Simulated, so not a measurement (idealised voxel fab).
This is a process module. Its name is voxel transistor to metal.
Cross-section cut spans 160 nm and uses square cells 5 nm in size.
Cross-section, as written here: a square-cell grid given band by band from the top down, where a band holds one or more rows of cells.
A band entry consists of two parts. The first gives the height of the band's top and the height of its bottom, in nm. The rest lists the band's materials from left to right, each with its width in nm. A single material labelled with the word "everywhere" fills the band from edge to edge, and the word "air" marks empty space.
Note: height 0 marks the level under which the wafer is uniformly one material as received. Lowest band unbounded below, written "0 and below".
Top row gets the first number, bottom row gets the second, and each row in between changes by the same step: that is how a band width like "30 to 40" works.
"all unchanged" after a step means that no cell of the cross-section changed.
Closed empty spaces (no open way to the top) of 8 cells or more are what "Cavities, sealed" lists, each as width x height at distance from the left edge, nm for all three.
Where a step's line continues beyond its settings, the continuation is a remark by the simulator itself on that step.
On any step carrying a mask, the "overlay nm" setting, if present on the step's line, tells how far right of its planned place the mask lay; negative values point to the left.
## These are the steps we planned for the process
step 1: RECEIVE: material Si
step 2: CONFORMAL_DEP: material SiO2, thk nm 5
step 3: CONFORMAL_DEP: material SiN, thk nm 10
step 4: MASKED_ETCH: tone cover, mask id ACTIVE, width nm 110, etch materials SiN, depth nm 10, overlay nm 0
step 5: MASKED_ETCH: tone cover, mask id ACTIVE, width nm 110, etch materials SiO2, depth nm 5, overlay nm 0
step 6: MASKED_ETCH: tone cover, mask id ACTIVE, width nm 110, etch materials Si, depth nm 35, overlay nm 0
step 7: OXIDIZE: depth nm 5
step 8: FILL_DEP: material SiO2, thk nm 5
step 9: CMP: height nm 15
step 10: SELECTIVE_ETCH: etch materials SiO2, depth nm 10
step 11: STRIP: etch materials SiN
step 12: SELECTIVE_ETCH: etch materials SiO2, depth nm 5
step 13: OXIDIZE: depth nm 5
step 14: DIRECTIONAL_DEP: material polySi, thk nm 20
step 15: DIRECTIONAL_DEP: material SiCN, thk nm 10
step 16: MASKED_ETCH: tone cover, mask id GATE, width nm 20, etch materials SiCN, depth nm 20, overlay nm 0
step 17: MASKED_ETCH: tone cover, mask id GATE, width nm 20, etch materials polySi, depth nm 30, overlay nm 0
step 18: CONFORMAL_DEP: material SiN, thk nm 10
step 19: DIRECTIONAL_ETCH: etch materials SiN, depth nm 10
step 20: DIRECTIONAL_ETCH: etch materials SiO2, depth nm 5
step 21: DIRECTIONAL_ETCH: etch materials Si, depth nm 10
step 22: EPI: material nSi, thk nm 10
step 23: FILL_DEP: material SiO2, thk nm 10
step 24: CMP: height nm 30
step 25: DIRECTIONAL_DEP: material SiO2, thk nm 15
step 26: MASKED_ETCH: tone open, mask id CONTACT, width nm 30, pitch nm 60, etch materials SiO2, depth nm 50, overlay nm 0
step 27: CONFORMAL_DEP: material TiN, thk nm 5
step 28: FILL_DEP: material W, thk nm 10
step 29: CMP: height nm 45
step 30: DIRECTIONAL_DEP: material TiN, thk nm 5
step 31: DIRECTIONAL_DEP: material W, thk nm 25
step 32: PATTERN: tone cover, mask id METAL_1, material resist, width nm 20, pitch nm 70, thk nm 15, overlay nm 0
step 33: DIRECTIONAL_ETCH: etch materials W, depth nm 25
step 34: DIRECTIONAL_ETCH: etch materials TiN, depth nm 5
step 35: STRIP: etch materials resist
step 36: CONFORMAL_DEP: material SiCN, thk nm 5
step 37: FILL_DEP: material SiO2, thk nm 5
step 38: CMP: height nm 75
step 39: CONFORMAL_DEP: material SiCN, thk nm 5
## Wafer, first of two, run as planned
## Delivered wafer in cross-section: state after step 1
  0 and below  Si everywhere
  Cavities, sealed: none
## after step 2
  5 down to 0  SiO2 everywhere
  Below 0 it's all the same as before, nothing changed down there.
## after step 3
  15 down to 5  SiN everywhere
  Below 5 it's all the same as before, nothing changed down there.
## after step 4
  15 down to 5  air (25) / SiN (110) / air (25)
  Below 5 it's all the same as before, nothing changed down there.
## after step 5
  15 down to 5  air (25) / SiN (110) / air (25)
  5 down to 0  air (25) / SiO2 (110) / air (25)
  Below 0 it's all the same as before, nothing changed down there.
## after step 6
  15 down to 5  air (25) / SiN (110) / air (25)
  5 down to 0  air (25) / SiO2 (110) / air (25)
  0 down to -35  air (25) / Si (110) / air (25)
  Below -35 it's all the same as before, nothing changed down there.
## after step 7
  15 down to 5  air (25) / SiN (110) / air (25)
  5 down to 0  air (25) / SiO2 (110) / air (25)
  0 down to -35  air (25) / SiO2 (5) / Si (100) / SiO2 (5) / air (25)
  -35 down to -40  SiO2 (30) / Si (100) / SiO2 (30)
  Below -40 it's all the same as before, nothing changed down there.
## after step 8
  20 down to 15  SiO2 everywhere
  15 down to 5  SiO2 (25) / SiN (110) / SiO2 (25)
  5 down to 0  SiO2 everywhere
  0 down to -40  SiO2 (30) / Si (100) / SiO2 (30)
  Below -40 it's all the same as before, nothing changed down there.
## after step 9
  15 down to 5  SiO2 (25) / SiN (110) / SiO2 (25)
  Below 5 it's all the same as before, nothing changed down there.
## after step 10
  15 down to 5  air (25) / SiN (110) / air (25)
  Below 5 it's all the same as before, nothing changed down there.
## after step 11
  5 down to 0  SiO2 everywhere
  Below 0 it's all the same as before, nothing changed down there.
## after step 12
  0 down to -40  SiO2 (30) / Si (100) / SiO2 (30)
  Below -40 it's all the same as before, nothing changed down there.
## after step 13
  0 down to -5  SiO2 everywhere
  Below -5 it's all the same as before, nothing changed down there.
## after step 14
  20 down to 0  polySi everywhere
  Below 0 it's all the same as before, nothing changed down there.
## after step 15
  30 down to 20  SiCN everywhere
  Below 20 it's all the same as before, nothing changed down there.
## after step 16
  30 down to 20  air (70) / SiCN (20) / air (70)
  Below 20 it's all the same as before, nothing changed down there.
## after step 17
  30 down to 20  air (70) / SiCN (20) / air (70)
  20 down to 0  air (70) / polySi (20) / air (70)
  Below 0 it's all the same as before, nothing changed down there.
## after step 18
  40 down to 30  air (60) / SiN (40) / air (60)
  30 down to 20  air (60) / SiN (10) / SiCN (20) / SiN (10) / air (60)
  20 down to 10  air (60) / SiN (10) / polySi (20) / SiN (10) / air (60)
  10 down to 0  SiN (70) / polySi (20) / SiN (70)
  Below 0 it's all the same as before, nothing changed down there.
## after step 19
  30 down to 20  air (60) / SiN (10) / SiCN (20) / SiN (10) / air (60)
  20 down to 0  air (60) / SiN (10) / polySi (20) / SiN (10) / air (60)
  Below 0 it's all the same as before, nothing changed down there.
## after step 20
  30 down to 20  air (60) / SiN (10) / SiCN (20) / SiN (10) / air (60)
  20 down to 0  air (60) / SiN (10) / polySi (20) / SiN (10) / air (60)
  0 down to -5  air (60) / SiO2 (40) / air (60)
  Below -5 it's all the same as before, nothing changed down there.
## after step 21
  30 down to 20  air (60) / SiN (10) / SiCN (20) / SiN (10) / air (60)
  20 down to 0  air (60) / SiN (10) / polySi (20) / SiN (10) / air (60)
  0 down to -5  air (60) / SiO2 (40) / air (60)
  -5 down to -15  SiO2 (30) / air (30) / Si (40) / air (30) / SiO2 (30)
  Below -15 it's all the same as before, nothing changed down there.
## after step 22
  30 down to 20  air (60) / SiN (10) / SiCN (20) / SiN (10) / air (60)
  20 down to 5  air (60) / SiN (10) / polySi (20) / SiN (10) / air (60)
  5 down to 0  air (50) / nSi (10) / SiN (10) / polySi (20) / SiN (10) / nSi (10) / air (50)
  0 down to -5  air (50) / nSi (10) / SiO2 (40) / nSi (10) / air (50)
  -5 down to -15  SiO2 (30) / nSi (30) / Si (40) / nSi (30) / SiO2 (30)
  Below -15 it's all the same as before, nothing changed down there.
## after step 23
  40 down to 30  SiO2 everywhere
  30 down to 20  SiO2 (60) / SiN (10) / SiCN (20) / SiN (10) / SiO2 (60)
  20 down to 5  SiO2 (60) / SiN (10) / polySi (20) / SiN (10) / SiO2 (60)
  5 down to 0  SiO2 (50) / nSi (10) / SiN (10) / polySi (20) / SiN (10) / nSi (10) / SiO2 (50)
  0 down to -5  SiO2 (50) / nSi (10) / SiO2 (40) / nSi (10) / SiO2 (50)
  Below -5 it's all the same as before, nothing changed down there.
## after step 24
  30 down to 20  SiO2 (60) / SiN (10) / SiCN (20) / SiN (10) / SiO2 (60)
  Below 20 it's all the same as before, nothing changed down there.
## after step 25
  45 down to 30  SiO2 everywhere
  Below 30 it's all the same as before, nothing changed down there.
## after step 26
  45 down to 30  SiO2 (35) / air (30) / SiO2 (30) / air (30) / SiO2 (35)
  30 down to 20  SiO2 (35) / air (25) / SiN (10) / SiCN (20) / SiN (10) / air (25) / SiO2 (35)
  20 down to 5  SiO2 (35) / air (25) / SiN (10) / polySi (20) / SiN (10) / air (25) / SiO2 (35)
  5 down to 0  SiO2 (35) / air (15) / nSi (10) / SiN (10) / polySi (20) / SiN (10) / nSi (10) / air (15) / SiO2 (35)
  0 down to -5  SiO2 (35) / air (15) / nSi (10) / SiO2 (40) / nSi (10) / air (15) / SiO2 (35)
  Below -5 it's all the same as before, nothing changed down there.
## after step 27
  50 down to 45  TiN (40) / air (20) / TiN (40) / air (20) / TiN (40)
  45 down to 35  SiO2 (35) / TiN (5) / air (20) / TiN (5) / SiO2 (30) / TiN (5) / air (20) / TiN (5) / SiO2 (35)
  35 down to 30  SiO2 (35) / TiN (5) / air (15) / TiN (10) / SiO2 (30) / TiN (10) / air (15) / TiN (5) / SiO2 (35)
  30 down to 20  SiO2 (35) / TiN (5) / air (15) / TiN (5) / SiN (10) / SiCN (20) / SiN (10) / TiN (5) / air (15) / TiN (5) / SiO2 (35)
  20 down to 10  SiO2 (35) / TiN (5) / air (15) / TiN (5) / SiN (10) / polySi (20) / SiN (10) / TiN (5) / air (15) / TiN (5) / SiO2 (35)
  10 down to 5  SiO2 (35) / TiN (5) / air (5) / TiN (15) / SiN (10) / polySi (20) / SiN (10) / TiN (15) / air (5) / TiN (5) / SiO2 (35)
  5 down to 0  SiO2 (35) / TiN (5) / air (5) / TiN (5) / nSi (10) / SiN (10) / polySi (20) / SiN (10) / nSi (10) / TiN (5) / air (5) / TiN (5) / SiO2 (35)
  0 down to -5  SiO2 (35) / TiN (15) / nSi (10) / SiO2 (40) / nSi (10) / TiN (15) / SiO2 (35)
  Below -5 it's all the same as before, nothing changed down there.
## after step 28
  60 down to 50  W everywhere
  50 down to 45  TiN (40) / W (20) / TiN (40) / W (20) / TiN (40)
  45 down to 35  SiO2 (35) / TiN (5) / W (20) / TiN (5) / SiO2 (30) / TiN (5) / W (20) / TiN (5) / SiO2 (35)
  35 down to 30  SiO2 (35) / TiN (5) / W (15) / TiN (10) / SiO2 (30) / TiN (10) / W (15) / TiN (5) / SiO2 (35)
  30 down to 20  SiO2 (35) / TiN (5) / W (15) / TiN (5) / SiN (10) / SiCN (20) / SiN (10) / TiN (5) / W (15) / TiN (5) / SiO2 (35)
  20 down to 10  SiO2 (35) / TiN (5) / W (15) / TiN (5) / SiN (10) / polySi (20) / SiN (10) / TiN (5) / W (15) / TiN (5) / SiO2 (35)
  10 down to 5  SiO2 (35) / TiN (5) / W (5) / TiN (15) / SiN (10) / polySi (20) / SiN (10) / TiN (15) / W (5) / TiN (5) / SiO2 (35)
  5 down to 0  SiO2 (35) / TiN (5) / W (5) / TiN (5) / nSi (10) / SiN (10) / polySi (20) / SiN (10) / nSi (10) / TiN (5) / W (5) / TiN (5) / SiO2 (35)
  Below 0 it's all the same as before, nothing changed down there.
## after step 29
  45 down to 35  SiO2 (35) / TiN (5) / W (20) / TiN (5) / SiO2 (30) / TiN (5) / W (20) / TiN (5) / SiO2 (35)
  Below 35 it's all the same as before, nothing changed down there.
## after step 30
  50 down to 45  TiN everywhere
  Below 45 it's all the same as before, nothing changed down there.
## after step 31
  75 down to 50  W everywhere
  Below 50 it's all the same as before, nothing changed down there.
## after step 32
  90 down to 75  air (35) / resist (20) / air (50) / resist (20) / air (35)
  Below 75 it's all the same as before, nothing changed down there.
## after step 33
  90 down to 75  air (35) / resist (20) / air (50) / resist (20) / air (35)
  75 down to 50  air (35) / W (20) / air (50) / W (20) / air (35)
  Below 50 it's all the same as before, nothing changed down there.
## after step 34
  90 down to 75  air (35) / resist (20) / air (50) / resist (20) / air (35)
  75 down to 50  air (35) / W (20) / air (50) / W (20) / air (35)
  50 down to 45  air (35) / TiN (20) / air (50) / TiN (20) / air (35)
  Below 45 it's all the same as before, nothing changed down there.
## after step 35
  75 down to 50  air (35) / W (20) / air (50) / W (20) / air (35)
  Below 50 it's all the same as before, nothing changed down there.
## after step 36
  80 down to 75  air (30) / SiCN (30) / air (40) / SiCN (30) / air (30)
  75 down to 50  air (30) / SiCN (5) / W (20) / SiCN (5) / air (40) / SiCN (5) / W (20) / SiCN (5) / air (30)
  50 down to 45  SiCN (35) / TiN (20) / SiCN (50) / TiN (20) / SiCN (35)
  Below 45 it's all the same as before, nothing changed down there.
## after step 37
  85 down to 80  SiO2 everywhere
  80 down to 75  SiO2 (30) / SiCN (30) / SiO2 (40) / SiCN (30) / SiO2 (30)
  75 down to 50  SiO2 (30) / SiCN (5) / W (20) / SiCN (5) / SiO2 (40) / SiCN (5) / W (20) / SiCN (5) / SiO2 (30)
  Below 50 it's all the same as before, nothing changed down there.
## after step 38
  75 down to 50  SiO2 (30) / SiCN (5) / W (20) / SiCN (5) / SiO2 (40) / SiCN (5) / W (20) / SiCN (5) / SiO2 (30)
  Below 50 it's all the same as before, nothing changed down there.
## after step 39
  80 down to 75  SiCN everywhere
  Below 75 it's all the same as before, nothing changed down there.
## Regarding the second of the two wafers: it shared the first wafer's starting condition and process plan, yet one error occurred during its execution. Its history coincides with that of the first wafer up to and including step 16
## Cross-section of the second wafer at the time by which step 17 should have been completed according to the plan
  30 down to 20  air (70) / SiCN (20) / air (70)
  20 down to 0  air (60) / polySi (30) / air (70)
  Below 0 it's all the same as before, nothing changed down there.
## Cross-section of the second wafer at the time by which step 18 should have been completed according to the plan
  40 down to 30  air (60) / SiN (40) / air (60)
  30 down to 20  air (50) / SiN (20) / SiCN (20) / SiN (10) / air (60)
  20 down to 10  air (50) / SiN (10) / polySi (30) / SiN (10) / air (60)
  10 down to 0  SiN (60) / polySi (30) / SiN (70)
  Below 0 it's all the same as before, nothing changed down there.
## Cross-section of the second wafer at the time by which step 19 should have been completed according to the plan
  30 down to 20  air (60) / SiN (10) / SiCN (20) / SiN (10) / air (60)
  20 down to 0  air (50) / SiN (10) / polySi (30) / SiN (10) / air (60)
  Below 0 it's all the same as before, nothing changed down there.
## Cross-section of the second wafer at the time by which step 20 should have been completed according to the plan
  30 down to 20  air (60) / SiN (10) / SiCN (20) / SiN (10) / air (60)
  20 down to 0  air (50) / SiN (10) / polySi (30) / SiN (10) / air (60)
  0 down to -5  air (50) / SiO2 (50) / air (60)
  Below -5 it's all the same as before, nothing changed down there.
## Cross-section of the second wafer at the time by which step 21 should have been completed according to the plan
  30 down to 20  air (60) / SiN (10) / SiCN (20) / SiN (10) / air (60)
  20 down to 0  air (50) / SiN (10) / polySi (30) / SiN (10) / air (60)
  0 down to -5  air (50) / SiO2 (50) / air (60)
  -5 down to -15  SiO2 (30) / air (20) / Si (50) / air (30) / SiO2 (30)
  Below -15 it's all the same as before, nothing changed down there.
## Cross-section of the second wafer at the time by which step 22 should have been completed according to the plan
  30 down to 20  air (60) / SiN (10) / SiCN (20) / SiN (10) / air (60)
  20 down to 5  air (50) / SiN (10) / polySi (30) / SiN (10) / air (60)
  5 down to 0  air (40) / nSi (10) / SiN (10) / polySi (30) / SiN (10) / nSi (10) / air (50)
  0 down to -5  air (40) / nSi (10) / SiO2 (50) / nSi (10) / air (50)
  -5 down to -15  SiO2 (30) / nSi (20) / Si (50) / nSi (30) / SiO2 (30)
  Below -15 it's all the same as before, nothing changed down there.
## Cross-section of the second wafer at the time by which step 23 should have been completed according to the plan
  40 down to 30  SiO2 everywhere
  30 down to 20  SiO2 (60) / SiN (10) / SiCN (20) / SiN (10) / SiO2 (60)
  20 down to 5  SiO2 (50) / SiN (10) / polySi (30) / SiN (10) / SiO2 (60)
  5 down to 0  SiO2 (40) / nSi (10) / SiN (10) / polySi (30) / SiN (10) / nSi (10) / SiO2 (50)
  0 down to -5  SiO2 (40) / nSi (10) / SiO2 (50) / nSi (10) / SiO2 (50)
  Below -5 it's all the same as before, nothing changed down there.
## Cross-section of the second wafer at the time by which step 24 should have been completed according to the plan
  30 down to 20  SiO2 (60) / SiN (10) / SiCN (20) / SiN (10) / SiO2 (60)
  Below 20 it's all the same as before, nothing changed down there.
## Cross-section of the second wafer at the time by which step 25 should have been completed according to the plan
  45 down to 30  SiO2 everywhere
  Below 30 it's all the same as before, nothing changed down there.
## Cross-section of the second wafer at the time by which step 26 should have been completed according to the plan
  45 down to 30  SiO2 (35) / air (30) / SiO2 (30) / air (30) / SiO2 (35)
  30 down to 20  SiO2 (35) / air (25) / SiN (10) / SiCN (20) / SiN (10) / air (25) / SiO2 (35)
  20 down to 5  SiO2 (35) / air (15) / SiN (10) / polySi (30) / SiN (10) / air (25) / SiO2 (35)
  5 down to 0  SiO2 (35) / air (5) / nSi (10) / SiN (10) / polySi (30) / SiN (10) / nSi (10) / air (15) / SiO2 (35)
  0 down to -5  SiO2 (35) / air (5) / nSi (10) / SiO2 (50) / nSi (10) / air (15) / SiO2 (35)
  Below -5 it's all the same as before, nothing changed down there.
## Cross-section of the second wafer at the time by which step 27 should have been completed according to the plan
  50 down to 45  TiN (40) / air (20) / TiN (40) / air (20) / TiN (40)
  45 down to 35  SiO2 (35) / TiN (5) / air (20) / TiN (5) / SiO2 (30) / TiN (5) / air (20) / TiN (5) / SiO2 (35)
  35 down to 30  SiO2 (35) / TiN (5) / air (15) / TiN (10) / SiO2 (30) / TiN (10) / air (15) / TiN (5) / SiO2 (35)
  30 down to 20  SiO2 (35) / TiN (5) / air (15 to 5) / TiN (5 to 15) / SiN (10) / SiCN (20) / SiN (10) / TiN (5) / air (15) / TiN (5) / SiO2 (35)
  20 down to 10  SiO2 (35) / TiN (5) / air (5) / TiN (5) / SiN (10) / polySi (30) / SiN (10) / TiN (5) / air (15) / TiN (5) / SiO2 (35)
  10 down to 5  SiO2 (35) / TiN (15) / SiN (10) / polySi (30) / SiN (10) / TiN (15) / air (5) / TiN (5) / SiO2 (35)
  5 down to 0  SiO2 (35) / TiN (5) / nSi (10) / SiN (10) / polySi (30) / SiN (10) / nSi (10) / TiN (5) / air (5) / TiN (5) / SiO2 (35)
  0 down to -5  SiO2 (35) / TiN (5) / nSi (10) / SiO2 (50) / nSi (10) / TiN (15) / SiO2 (35)
  Below -5 it's all the same as before, nothing changed down there.
## Cross-section of the second wafer at the time by which step 28 should have been completed according to the plan
  60 down to 50  W everywhere
  50 down to 45  TiN (40) / W (20) / TiN (40) / W (20) / TiN (40)
  45 down to 35  SiO2 (35) / TiN (5) / W (20) / TiN (5) / SiO2 (30) / TiN (5) / W (20) / TiN (5) / SiO2 (35)
  35 down to 30  SiO2 (35) / TiN (5) / W (15) / TiN (10) / SiO2 (30) / TiN (10) / W (15) / TiN (5) / SiO2 (35)
  30 down to 20  SiO2 (35) / TiN (5) / W (15 to 5) / TiN (5 to 15) / SiN (10) / SiCN (20) / SiN (10) / TiN (5) / W (15) / TiN (5) / SiO2 (35)
  20 down to 10  SiO2 (35) / TiN (5) / W (5) / TiN (5) / SiN (10) / polySi (30) / SiN (10) / TiN (5) / W (15) / TiN (5) / SiO2 (35)
  10 down to 5  SiO2 (35) / TiN (15) / SiN (10) / polySi (30) / SiN (10) / TiN (15) / W (5) / TiN (5) / SiO2 (35)
  5 down to 0  SiO2 (35) / TiN (5) / nSi (10) / SiN (10) / polySi (30) / SiN (10) / nSi (10) / TiN (5) / W (5) / TiN (5) / SiO2 (35)
  Below 0 it's all the same as before, nothing changed down there.
## Cross-section of the second wafer at the time by which step 29 should have been completed according to the plan
  45 down to 35  SiO2 (35) / TiN (5) / W (20) / TiN (5) / SiO2 (30) / TiN (5) / W (20) / TiN (5) / SiO2 (35)
  Below 35 it's all the same as before, nothing changed down there.
## Cross-section of the second wafer at the time by which step 30 should have been completed according to the plan
  50 down to 45  TiN everywhere
  Below 45 it's all the same as before, nothing changed down there.
## Cross-section of the second wafer at the time by which step 31 should have been completed according to the plan
  75 down to 50  W everywhere
  Below 50 it's all the same as before, nothing changed down there.
## Cross-section of the second wafer at the time by which step 32 should have been completed according to the plan
  90 down to 75  air (35) / resist (20) / air (50) / resist (20) / air (35)
  Below 75 it's all the same as before, nothing changed down there.
## Cross-section of the second wafer at the time by which step 33 should have been completed according to the plan
  90 down to 75  air (35) / resist (20) / air (50) / resist (20) / air (35)
  75 down to 50  air (35) / W (20) / air (50) / W (20) / air (35)
  Below 50 it's all the same as before, nothing changed down there.
## Cross-section of the second wafer at the time by which step 34 should have been completed according to the plan
  90 down to 75  air (35) / resist (20) / air (50) / resist (20) / air (35)
  75 down to 50  air (35) / W (20) / air (50) / W (20) / air (35)
  50 down to 45  air (35) / TiN (20) / air (50) / TiN (20) / air (35)
  Below 45 it's all the same as before, nothing changed down there.
## Cross-section of the second wafer at the time by which step 35 should have been completed according to the plan
  75 down to 50  air (35) / W (20) / air (50) / W (20) / air (35)
  Below 50 it's all the same as before, nothing changed down there.
## Cross-section of the second wafer at the time by which step 36 should have been completed according to the plan
  80 down to 75  air (30) / SiCN (30) / air (40) / SiCN (30) / air (30)
  75 down to 50  air (30) / SiCN (5) / W (20) / SiCN (5) / air (40) / SiCN (5) / W (20) / SiCN (5) / air (30)
  50 down to 45  SiCN (35) / TiN (20) / SiCN (50) / TiN (20) / SiCN (35)
  Below 45 it's all the same as before, nothing changed down there.
## Cross-section of the second wafer at the time by which step 37 should have been completed according to the plan
  85 down to 80  SiO2 everywhere
  80 down to 75  SiO2 (30) / SiCN (30) / SiO2 (40) / SiCN (30) / SiO2 (30)
  75 down to 50  SiO2 (30) / SiCN (5) / W (20) / SiCN (5) / SiO2 (40) / SiCN (5) / W (20) / SiCN (5) / SiO2 (30)
  Below 50 it's all the same as before, nothing changed down there.
## Cross-section of the second wafer at the time by which step 38 should have been completed according to the plan
  75 down to 50  SiO2 (30) / SiCN (5) / W (20) / SiCN (5) / SiO2 (40) / SiCN (5) / W (20) / SiCN (5) / SiO2 (30)
  Below 50 it's all the same as before, nothing changed down there.
## Cross-section of the second wafer at the time by which step 39 should have been completed according to the plan
  80 down to 75  SiCN everywhere
  Below 75 it's all the same as before, nothing changed down there.
What was the processing mistake? the process deviated at step 17: the operation and settings actually run there were MASKED_ETCH: tone cover, mask id GATE, width nm 20, etch materials polySi, depth nm 30, overlay nm -10
Heads up, by the end the second wafer has more or fewer cells of some materials compared to the first: Si: 4 more; SiO2: 2 more; TiN: 2 fewer; W: 8 fewer; nSi: 4 fewer; polySi: 8 more
